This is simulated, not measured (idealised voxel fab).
Proc. module: voxel ribs on slabs
We display cut, a cross-section 150 nm in width whose square cells are each 5 nm.
We lay out every cross-section as a grid of square cells and spell it out in bands from the top down, where one band means one or more rows of cells.
A band entry consists of two parts. The first gives the height of the band's top and the height of its bottom, in nm. The rest lists the band's materials from left to right, each with its width in nm. A single material labelled with the word "all across" fills the band from edge to edge, and the word "empty" marks empty space.
Measure heights from 0. That's the level where, below it, the as-received wafer is all one material. The lowest band is bottomless and extends downward; write it as in "0..down".
Read "30 to 40" as a graded width: first number on top, second number at the bottom, same change between each pair of neighbouring rows.
Step marked "nothing changed"? Then no cell in the cross-section changed in it.
The entry "Entrapped voids" lists the empty spaces that cover at least 8 cells and have no open path to the top. Each is written as width x height at distance, where the distance is measured from the left edge and all three values are in nm.
Step line, after settings: the simulator's comment on this step.
overlay nm: how far to the right of its planned place the mask lay on this masked step (negative: to the left).
Planned process steps
1. RECEIVE (material Si)
2. DIRECTIONAL_DEP (material SiO2; thk nm 25)
3. DIRECTIONAL_DEP (material SiN; thk nm 15)
4. PATTERN (tone cover; mask id RIB; material resist; width nm 15; thk nm 15; overlay nm 0)
5. DIRECTIONAL_ETCH (etch materials SiN; depth nm 10)
6. STRIP (etch materials resist)
7. MASKED_ETCH (tone cover; mask id SLAB; width nm 55; etch materials SiN; depth nm 5; overlay nm 0)
8. FILL_DEP (material SiO2; thk nm 15)
9. CMP (height nm 50)
10. DIRECTIONAL_DEP (material TiN; thk nm 5)
11. PATTERN (tone cover; mask id HEATER; material resist; width nm 25; thk nm 20; overlay nm 0)
12. DIRECTIONAL_ETCH (etch materials TiN; depth nm 5)
13. STRIP (etch materials resist)
14. CONFORMAL_DEP (material SiN; thk nm 5)
The first wafer of two, processed as planned
This is the cross-section of the wafer as we received it, i.e. after step 1
> 0..down | Si all across
> Entrapped voids: none
Step 2 done - wafer cross-section
> 25..0 | SiO2 all across
> Rest of section, below 0: as before.
Step 3 done - wafer cross-section
> 40..25 | SiN all across
> Rest of section, below 25: as before.
Step 4 done - wafer cross-section
> 55..40 | 65 nm empty, 15 nm resist, 70 nm empty
> Rest of section, below 40: as before.
Step 5 done - wafer cross-section
> 55..40 | 65 nm empty, 15 nm resist, 70 nm empty
> 40..30 | 65 nm empty, 15 nm SiN, 70 nm empty
> Rest of section, below 30: as before.
Step 6 done - wafer cross-section
> 40..30 | 65 nm empty, 15 nm SiN, 70 nm empty
> Rest of section, below 30: as before.
Step 7 done - wafer cross-section
> 40..30 | 65 nm empty, 15 nm SiN, 70 nm empty
> 30..25 | 45 nm empty, 55 nm SiN, 50 nm empty
> Rest of section, below 25: as before.
Step 8 done - wafer cross-section
> 55..40 | SiO2 all across
> 40..30 | 65 nm SiO2, 15 nm SiN, 70 nm SiO2
> 30..25 | 45 nm SiO2, 55 nm SiN, 50 nm SiO2
> Rest of section, below 25: as before.
Step 9 done - wafer cross-section
> 50..40 | SiO2 all across
> Rest of section, below 40: as before.
Step 10 done - wafer cross-section
> 55..50 | TiN all across
> Rest of section, below 50: as before.
Step 11 done - wafer cross-section
> 75..55 | 60 nm empty, 25 nm resist, 65 nm empty
> Rest of section, below 55: as before.
Step 12 done - wafer cross-section
> 75..55 | 60 nm empty, 25 nm resist, 65 nm empty
> 55..50 | 60 nm empty, 25 nm TiN, 65 nm empty
> Rest of section, below 50: as before.
Step 13 done - wafer cross-section
> 55..50 | 60 nm empty, 25 nm TiN, 65 nm empty
> Rest of section, below 50: as before.
Step 14 done - wafer cross-section
> 60..55 | 55 nm empty, 35 nm SiN, 60 nm empty
> 55..50 | 60 nm SiN, 25 nm TiN, 65 nm SiN
> Rest of section, below 50: as before.
The Second Wafer: Common Origin and Plan, One Mistake in Execution, Identical to the First Through Step 8
At the planned end of step 9, the second wafer in cross-section
> 45..40 | SiO2 all across
> Rest of section, below 40: as before.
At the planned end of step 10, the second wafer in cross-section
> 50..45 | TiN all across
> Rest of section, below 45: as before.
At the planned end of step 11, the second wafer in cross-section
> 70..50 | 60 nm empty, 25 nm resist, 65 nm empty
> Rest of section, below 50: as before.
At the planned end of step 12, the second wafer in cross-section
> 70..50 | 60 nm empty, 25 nm resist, 65 nm empty
> 50..45 | 60 nm empty, 25 nm TiN, 65 nm empty
> Rest of section, below 45: as before.
At the planned end of step 13, the second wafer in cross-section
> 50..45 | 60 nm empty, 25 nm TiN, 65 nm empty
> Rest of section, below 45: as before.
At the planned end of step 14, the second wafer in cross-section
> 55..50 | 55 nm empty, 35 nm SiN, 60 nm empty
> 50..45 | 60 nm SiN, 25 nm TiN, 65 nm SiN
> Rest of section, below 45: as before.
Finding, execution versus plan: step 9 off recipe, ran as CMP (height nm 45)
Final cells, second wafer relative to first, materials higher or lower: 30 fewer of SiO2
